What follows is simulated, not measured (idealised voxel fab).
process module | voxel ribs on slabs
cross-section cut | 170 nm wide | cells 5 nm
A cross-section is a grid of square cells, given in bands from the top down. A band is one or more rows of cells.
Each band's line starts with the height of the band's top and of its bottom, in nm. Then come its materials from left to right, each with its width in nm. One material with "throughout" fills the band from edge to edge. "air" is empty space.
Height 0 is the level under which the wafer as received is all one material. The lowest band goes on downwards, as in "0 down".
A width such as "30 to 40" changes by the same amount from each row of cells to the next, from the band's top row to its bottom row.
"no change" after a step means that no cell of the cross-section changed.
closed voids: empty space of 8 cells or more with no open way to the top, each as width x height at its distance from the left edge, in nm
after a step's settings: what the simulator itself notes on the step
overlay nm, on a step with a mask: how far to the right of its planned place the mask lay; to the left if negative
plan
1 op RECEIVE | material Si
2 op DIRECTIONAL_DEP | material SiO2 | thk nm 30
3 op DIRECTIONAL_DEP | material SiN | thk nm 15
4 op PATTERN | tone cover | mask id RIB | material resist | width nm 30 | thk nm 20 | overlay nm 0
5 op DIRECTIONAL_ETCH | etch materials SiN | depth nm 10
6 op STRIP | etch materials resist
7 op DIRECTIONAL_DEP | material aC | thk nm 10
8 op PATTERN | tone cover | mask id SLAB | material resist | width nm 60 | thk nm 25 | overlay nm 0
9 op DIRECTIONAL_ETCH | etch materials aC | depth nm 10
10 op STRIP | etch materials resist
11 op DIRECTIONAL_ETCH | etch materials SiN | depth nm 5
12 op STRIP | etch materials aC
13 op FILL_DEP | material SiO2 | thk nm 30
14 op CMP | height nm 65
15 op DIRECTIONAL_DEP | material W | thk nm 5
16 op PATTERN | tone cover | mask id HEATER | material resist | width nm 40 | thk nm 20 | overlay nm 0
17 op DIRECTIONAL_ETCH | etch materials W | depth nm 5
18 op STRIP | etch materials resist
19 op CONFORMAL_DEP | material SiN | thk nm 10
first wafer, as planned
as received, after step 1
  0 down: Si throughout
  closed voids: none
after step 2
  30 to 0: SiO2 throughout
  below 0: unchanged
after step 3
  45 to 30: SiN throughout
  below 30: unchanged
after step 4
  65 to 45: air 70 | resist 30 | air 70
  below 45: unchanged
after step 5
  65 to 45: air 70 | resist 30 | air 70
  45 to 35: air 70 | SiN 30 | air 70
  below 35: unchanged
after step 6
  45 to 35: air 70 | SiN 30 | air 70
  below 35: unchanged
after step 7
  55 to 45: air 70 | aC 30 | air 70
  45 to 35: aC 70 | SiN 30 | aC 70
  below 35: unchanged
after step 8
  80 to 55: air 55 | resist 60 | air 55
  55 to 45: air 55 | resist 15 | aC 30 | resist 15 | air 55
  below 45: unchanged
after step 9
  70 to 55: air 55 | resist 60 | air 55
  55 to 45: air 55 | resist 15 | aC 30 | resist 15 | air 55
  45 to 35: air 55 | aC 15 | SiN 30 | aC 15 | air 55
  below 35: unchanged
after step 10
  55 to 45: air 70 | aC 30 | air 70
  below 45: unchanged
after step 11
  55 to 45: air 70 | aC 30 | air 70
  45 to 35: air 55 | aC 15 | SiN 30 | aC 15 | air 55
  35 to 30: air 55 | SiN 60 | air 55
  below 30: unchanged
after step 12
  45 to 35: air 70 | SiN 30 | air 70
  below 35: unchanged
after step 13
  75 to 45: SiO2 throughout
  45 to 35: SiO2 70 | SiN 30 | SiO2 70
  35 to 30: SiO2 55 | SiN 60 | SiO2 55
  below 30: unchanged
after step 14
  65 to 45: SiO2 throughout
  below 45: unchanged
after step 15
  70 to 65: W throughout
  below 65: unchanged
after step 16
  90 to 70: air 65 | resist 40 | air 65
  below 70: unchanged
after step 17
  90 to 70: air 65 | resist 40 | air 65
  70 to 65: air 65 | W 40 | air 65
  below 65: unchanged
after step 18
  70 to 65: air 65 | W 40 | air 65
  below 65: unchanged
after step 19
  80 to 75: air 55 | SiN 60 | air 55
  75 to 70: SiN throughout
  70 to 65: SiN 65 | W 40 | SiN 65
  below 65: unchanged
second wafer: like start, like plan, one mistake. Through step 18 it matches the first wafer
when step 19 should have ended: no change
what went wrong: step 19 was left out
at the end the second wafer has, in cells: 72 fewer of SiN
